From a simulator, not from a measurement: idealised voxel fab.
process module | voxel self aligned vias
cross-section cut | 285 nm wide | cells 5 nm
A cross-section is a grid of square cells, given in bands from the top down. A band is one or more rows of cells.
Each band's line starts with the height of the band's top and of its bottom, in nm. Then come its materials from left to right, each with its width in nm. One material with "throughout" fills the band from edge to edge. "air" is empty space.
Height 0 is the level under which the wafer as received is all one material. The lowest band goes on downwards, as in "0 down".
A width such as "30 to 40" changes by the same amount from each row of cells to the next, from the band's top row to its bottom row.
"no change" after a step means that no cell of the cross-section changed.
closed voids: empty space of 8 cells or more with no open way to the top, each as width x height at its distance from the left edge, in nm
after a step's settings: what the simulator itself notes on the step
overlay nm, on a step with a mask: how far to the right of its planned place the mask lay; to the left if negative
plan
1 op RECEIVE | material Si
2 op CONFORMAL_DEP | material SiO2 | thk nm 10
3 op CONFORMAL_DEP | material SiCN | thk nm 5
4 op DIRECTIONAL_DEP | material SiO2 | thk nm 25
5 op DIRECTIONAL_DEP | material aC | thk nm 10
6 op PATTERN | tone open | mask id LINES | material resist | width nm 30 | pitch nm 75 | thk nm 30 | overlay nm 0
7 op DIRECTIONAL_ETCH | etch materials aC | depth nm 10
8 op STRIP | etch materials resist
9 op DIRECTIONAL_ETCH | etch materials SiO2 | depth nm 25
10 op STRIP | etch materials aC
11 op CONFORMAL_DEP | material TiN | thk nm 5
12 op FILL_DEP | material Ru | thk nm 10
13 op CMP | height nm 40
14 op SELECTIVE_ETCH | etch materials W Ru TiN | depth nm 10
15 op FILL_DEP | material SiN | thk nm 10
16 op CMP | height nm 40
17 op DIRECTIONAL_DEP | material SiO2 | thk nm 15
18 op PATTERN | tone open | mask id VIAS | material resist | width nm 50 | thk nm 15 | overlay nm 0
19 op DIRECTIONAL_ETCH | etch materials SiO2 | depth nm 15
20 op DIRECTIONAL_ETCH | etch materials SiN | depth nm 10
21 op STRIP | etch materials resist
22 op CONFORMAL_DEP | material TiN | thk nm 5
23 op FILL_DEP | material Ru | thk nm 10
24 op CMP | height nm 55
25 op CONFORMAL_DEP | material SiCN | thk nm 5
as received, after step 1
  0 down: Si throughout
  closed voids: none
a wafer at the end: this start, this plan, one mistake
  60 to 55: SiCN throughout
  55 to 40: SiO2 80 | TiN 5 | Ru 40 | TiN 5 | SiO2 155
  40 to 35: SiO2 80 | TiN 5 | Ru 40 | TiN 5 | SiO2 35 | SiN 30 | SiO2 90
  35 to 30: SiO2 80 | TiN 50 | SiO2 35 | SiN 30 | SiO2 90
  30 to 20: SiO2 80 to 90 | TiN 15 to 5 | Ru 20 | TiN 15 to 5 | SiO2 35 to 45 | TiN 5 | Ru 20 | TiN 5 | SiO2 90
  20 to 15: SiO2 90 | TiN 30 | SiO2 45 | TiN 30 | SiO2 90
  15 to 10: SiCN throughout
  10 to 0: SiO2 throughout
  0 down: Si throughout
  closed voids: none
what went wrong: step 19 was run twice
